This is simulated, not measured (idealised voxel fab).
process module | voxel spacer lines
Square cell edge 5 nm, section width 255 nm, ID cut.
Cross-section, as written here: a square-cell grid given band by band from the top down, where a band holds one or more rows of cells.
Within each band entry, the heights of the top and of the bottom of the band appear first, in that order and in nm; the materials of the band then follow from left to right, each with its corresponding width in nm. The designation "all across" on a single material indicates that it fills the band from edge to edge; the designation "air" indicates empty space.
Ref level 0: as-received wafer is one material below here. Bottom band extends down with no lower bound ("from 0 down").
A width such as "30->40" changes by the same amount from each row of cells to the next, from the band's top row to its bottom row.
Where a step carries "no modifications", the cross-section came out of it unchanged, cell for cell.
The list in "Enclosed cavity list" covers empty spaces of 8 cells or more that cannot reach the top through any open way, and it gives each as width x height at distance; the distance is from the left edge, and width, height and distance are in nm.
Formally, on a step line, whatever follows the settings is a remark that the simulator itself makes on the step.
overlay nm: mask offset rightward from planned place, masked step; negative means leftward offset.
-- The process steps that were planned are listed below
1,RECEIVE,material Si
2,CONFORMAL_DEP,material Al2O3,thk nm 5
3,DIRECTIONAL_DEP,material SiN,thk nm 10
4,DIRECTIONAL_DEP,material aC,thk nm 25
5,PATTERN,tone cover,mask id MANDREL,material resist,width nm 20,pitch nm 60,thk nm 35,overlay nm 0
6,DIRECTIONAL_ETCH,etch materials aC,depth nm 25
7,STRIP,etch materials resist
8,CONFORMAL_DEP,material SiO2,thk nm 10
9,DIRECTIONAL_ETCH,etch materials SiO2,depth nm 10
10,STRIP,etch materials aC
11,DIRECTIONAL_ETCH,etch materials SiN,depth nm 10
12,STRIP,etch materials SiO2
13,FILL_DEP,material SiO2,thk nm 10
14,CMP,height nm 15
-- Here's what the wafer looked like in cross-section when it arrived - that's after step 1
	from 0 down = Si all across
	Enclosed cavity list: none
-- Cross-section: first of two wafers, module finished, run according to plan
	from 15 to 5 = 45 of SiO2  10 of SiN  20 of SiO2  10 of SiN  20 of SiO2  10 of SiN  20 of SiO2  10 of SiN  20 of SiO2  10 of SiN  20 of SiO2  10 of SiN  50 of SiO2
	from 5 to 0 = Al2O3 all across
	from 0 down = Si all across
	Enclosed cavity list: none
-- End of module, second wafer, cross-section. Started like the first, planned like the first, run with one mistake
	from 15 to 10 = SiO2 all across
	from 10 to 0 = 45 of SiO2  10 of SiN  20 of SiO2  10 of SiN  20 of SiO2  10 of SiN  20 of SiO2  10 of SiN  20 of SiO2  10 of SiN  20 of SiO2  10 of SiN  50 of SiO2
	from 0 down = Si all across
	Enclosed cavity list: none
Plan not followed: with respect to the plan, step 2 was omitted and not executed
Bottom line after processing is that, in cells, the second wafer is up or down on some materials versus the first: Al2O3: 51 fewer, SiO2: 51 more
